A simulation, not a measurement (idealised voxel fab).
process module | voxel tone inversion
cross-section cut | 145 nm wide | cells 5 nm
Each cross-section below is a grid of square cells, stated as bands in top-down order, with one or more rows of cells making up each band. Read a band's entry like this: the first values are the height of its top and the height of its bottom in nm, and what follows is the sequence of materials from left to right, each with its width in nm. Note that "empty" is empty space, and that a single material marked "everywhere" reaches across the band from edge to edge. All heights in this document are referenced to 0, defined as the level beneath which the wafer, as received, consists entirely of one material. The lowest band is not bounded below; it extends indefinitely downward and is written in the form "0 -> down". The width entry "30->40" should be interpreted row by row: the top row of cells in the band takes the first number, the bottom row takes the second number, and the change between adjacent rows is uniform throughout. You'll sometimes find "no change occurred" written for a step, and that's the way of saying that nowhere in the cross-section did a cell change during that step. Empty spaces counting at least 8 cells and having no open way to the top are listed in "Enclosed internal voids". The notation width x height at distance is used for each, the distance being from the left edge and all three values in nm. Step line, after settings: the simulator's comment on this step. Each step line may optionally specify "overlay nm", which for a step with a mask gives the rightward distance between the mask's planned place and where it lay, a negative value indicating the leftward direction.
-- The steps planned for the process are as follows
1. RECEIVE,material Si
2. CONFORMAL_DEP,material SiCN,thk nm 10
3. DIRECTIONAL_DEP,material polySi,thk nm 15
4. PATTERN,tone cover,mask id POSTS,material resist,width nm 20,pitch nm 40,thk nm 25,overlay nm 0
5. DIRECTIONAL_ETCH,etch materials polySi,depth nm 15
6. STRIP,etch materials resist
7. FILL_DEP,material lowk,thk nm 5
8. CMP,height nm 25
9. STRIP,etch materials polySi
10. CONFORMAL_DEP,material TiN,thk nm 5
11. FILL_DEP,material Cu,thk nm 10
12. CMP,height nm 25
13. CONFORMAL_DEP,material SiN,thk nm 5
-- First of two wafers: run as planned
-- Cross-section of the wafer as it came to us, i.e., already through step 1
0 -> down  Si everywhere
Enclosed internal voids: none
-- Presented here is a cross-section of the wafer after step 2 has been performed
10 -> 0  SiCN everywhere
Beneath the level 0, the cross-section is identical to its previous state.
-- Presented here is a cross-section of the wafer after step 3 has been performed
25 -> 10  polySi everywhere
Beneath the level 10, the cross-section is identical to its previous state.
-- Presented here is a cross-section of the wafer after step 4 has been performed
50 -> 25  20 of empty | 20 of resist | 20 of empty | 20 of resist | 20 of empty | 20 of resist | 25 of empty
Beneath the level 25, the cross-section is identical to its previous state.
-- Presented here is a cross-section of the wafer after step 5 has been performed
50 -> 25  20 of empty | 20 of resist | 20 of empty | 20 of resist | 20 of empty | 20 of resist | 25 of empty
25 -> 10  20 of empty | 20 of polySi | 20 of empty | 20 of polySi | 20 of empty | 20 of polySi | 25 of empty
Beneath the level 10, the cross-section is identical to its previous state.
-- Presented here is a cross-section of the wafer after step 6 has been performed
25 -> 10  20 of empty | 20 of polySi | 20 of empty | 20 of polySi | 20 of empty | 20 of polySi | 25 of empty
Beneath the level 10, the cross-section is identical to its previous state.
-- Presented here is a cross-section of the wafer after step 7 has been performed
30 -> 25  lowk everywhere
25 -> 10  20 of lowk | 20 of polySi | 20 of lowk | 20 of polySi | 20 of lowk | 20 of polySi | 25 of lowk
Beneath the level 10, the cross-section is identical to its previous state.
-- Presented here is a cross-section of the wafer after step 8 has been performed
25 -> 10  20 of lowk | 20 of polySi | 20 of lowk | 20 of polySi | 20 of lowk | 20 of polySi | 25 of lowk
Beneath the level 10, the cross-section is identical to its previous state.
-- Presented here is a cross-section of the wafer after step 9 has been performed
25 -> 10  20 of lowk | 20 of empty | 20 of lowk | 20 of empty | 20 of lowk | 20 of empty | 25 of lowk
Beneath the level 10, the cross-section is identical to its previous state.
-- Presented here is a cross-section of the wafer after step 10 has been performed
30 -> 25  25 of TiN | 10 of empty | 30 of TiN | 10 of empty | 30 of TiN | 10 of empty | 30 of TiN
25 -> 15  20 of lowk | 5 of TiN | 10 of empty | 5 of TiN | 20 of lowk | 5 of TiN | 10 of empty | 5 of TiN | 20 of lowk | 5 of TiN | 10 of empty | 5 of TiN | 25 of lowk
15 -> 10  20 of lowk | 20 of TiN | 20 of lowk | 20 of TiN | 20 of lowk | 20 of TiN | 25 of lowk
Beneath the level 10, the cross-section is identical to its previous state.
-- Presented here is a cross-section of the wafer after step 11 has been performed
40 -> 30  Cu everywhere
30 -> 25  25 of TiN | 10 of Cu | 30 of TiN | 10 of Cu | 30 of TiN | 10 of Cu | 30 of TiN
25 -> 15  20 of lowk | 5 of TiN | 10 of Cu | 5 of TiN | 20 of lowk | 5 of TiN | 10 of Cu | 5 of TiN | 20 of lowk | 5 of TiN | 10 of Cu | 5 of TiN | 25 of lowk
Beneath the level 15, the cross-section is identical to its previous state.
-- Presented here is a cross-section of the wafer after step 12 has been performed
25 -> 15  20 of lowk | 5 of TiN | 10 of Cu | 5 of TiN | 20 of lowk | 5 of TiN | 10 of Cu | 5 of TiN | 20 of lowk | 5 of TiN | 10 of Cu | 5 of TiN | 25 of lowk
Beneath the level 15, the cross-section is identical to its previous state.
-- Presented here is a cross-section of the wafer after step 13 has been performed
30 -> 25  SiN everywhere
Beneath the level 25, the cross-section is identical to its previous state.
-- Second of two: same start, same plan, one run error; steps up to and including 11 match the first
Planned end of step 12: second wafer, cross-section: no change occurred
-- Planned end of step 13: second wafer, cross-section
45 -> 40  SiN everywhere
Beneath the level 40, the cross-section is identical to its previous state.
Deviation from plan: heads up, step 12 of the plan was skipped and never actually ran
The final cell counts differ between the wafers, with the second having more or fewer of some materials than the first: Cu: 64 more | TiN: 23 more
